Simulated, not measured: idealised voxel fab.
The process module that follows is named voxel self aligned vias.
Cross-section cut: width 235 nm, square cells of 5 nm.
Think of the cross-section as a grid of square cells. We describe it in bands, top to bottom, and each band covers one or more rows of those cells. Heads up on the band format: heights come first, top then bottom, in nm. After that it's the materials left to right, each with its width in nm. A single material flagged "throughout" fills the whole band edge to edge, and "empty" means there's empty space there. Heights are expressed relative to 0, this being the level below which the as-received wafer comprises one material exclusively. The lowest band is unbounded in the downward direction and is denoted as in "z 0 and below". When a width is written as two numbers, as in "30->40", the first number is the width in the top row of cells of the band and the second is the width in its bottom row, and the width changes by the same amount from each row to the next. The cross-section has no changed cell in any step marked "nothing altered". Each empty space that has no open way to the top and spans at least 8 cells appears under "Tabulated closed voids" as width x height at distance, the distance counted from the left edge, all in nm. Heads up: the bit after the settings on a step's line is the simulator's remark on that step. What "overlay nm" on a step's line means: if the step has a mask, that mask lay this far to the right of its planned place, or, when the value is negative, to the left.

[Intended process steps]
1 RECEIVE [material Si]
2 CONFORMAL_DEP [material SiO2] [thk nm 10]
3 CONFORMAL_DEP [material SiCN] [thk nm 5]
4 DIRECTIONAL_DEP [material lowk] [thk nm 20]
5 MASKED_ETCH [tone open] [mask id LINES] [width nm 30] [pitch nm 70] [etch materials lowk] [depth nm 20] [overlay nm 0]
6 CONFORMAL_DEP [material TiN] [thk nm 5]
7 FILL_DEP [material W] [thk nm 10]
8 CMP [height nm 35]
9 SELECTIVE_ETCH [etch materials W Ru TiN] [depth nm 5]
10 FILL_DEP [material SiN] [thk nm 5]
11 CMP [height nm 35]
12 DIRECTIONAL_DEP [material lowk] [thk nm 15]
13 PATTERN [tone open] [mask id VIAS] [material resist] [width nm 50] [thk nm 20] [overlay nm 0]
14 DIRECTIONAL_ETCH [etch materials lowk] [depth nm 15]
15 DIRECTIONAL_ETCH [etch materials SiN] [depth nm 5]
16 STRIP [etch materials resist]
17 CONFORMAL_DEP [material TiN] [thk nm 5]
18 FILL_DEP [material Cu] [thk nm 5]
19 CMP [height nm 50]
20 CONFORMAL_DEP [material SiCN] [thk nm 5]

[Cross-section: wafer on arrival = after step 1]
  z 0 and below | Si throughout
  Tabulated closed voids: none

[First of two wafers at the end of the module, shown in cross-section; run carried out as planned]
  z 55 to 50 | SiCN throughout
  z 50 to 40 | 55 lowk / 5 TiN / 40 Cu / 5 TiN / 130 lowk
  z 40 to 35 | 55 lowk / 15 TiN / 20 Cu / 15 TiN / 130 lowk
  z 35 to 30 | 65 lowk / 30 TiN / 40 lowk / 30 SiN / 70 lowk
  z 30 to 20 | 65 lowk / 5 TiN / 20 W / 5 TiN / 40 lowk / 5 TiN / 20 W / 5 TiN / 70 lowk
  z 20 to 15 | 65 lowk / 30 TiN / 40 lowk / 30 TiN / 70 lowk
  z 15 to 10 | SiCN throughout
  z 10 to 0 | SiO2 throughout
  z 0 and below | Si throughout
  Tabulated closed voids: none

[Here is the second of the two wafers cut open at the end of the module - same start, same plan as the first one, but we made one mistake running it]
  z 55 to 50 | SiCN throughout
  z 50 to 40 | 60 lowk / 5 TiN / 30 Cu / 5 TiN / 135 lowk
  z 40 to 35 | 60 lowk / 10 TiN / 20 Cu / 10 TiN / 135 lowk
  z 35 to 30 | 65 lowk / 30 TiN / 40 lowk / 30 SiN / 70 lowk
  z 30 to 20 | 65 lowk / 5 TiN / 20 W / 5 TiN / 40 lowk / 5 TiN / 20 W / 5 TiN / 70 lowk
  z 20 to 15 | 65 lowk / 30 TiN / 40 lowk / 30 TiN / 70 lowk
  z 15 to 10 | SiCN throughout
  z 10 to 0 | SiO2 throughout
  z 0 and below | Si throughout
  Tabulated closed voids: none
The mistake made against the process plan was this: the process deviated at step 13: the operation and settings actually run there were PATTERN [tone open] [mask id VIAS] [material resist] [width nm 40] [thk nm 20] [overlay nm 0]
It is noted that, at the conclusion of processing, the second wafer exhibits a higher or lower cell count for certain materials relative to the first: Cu -4, TiN -2, lowk +6
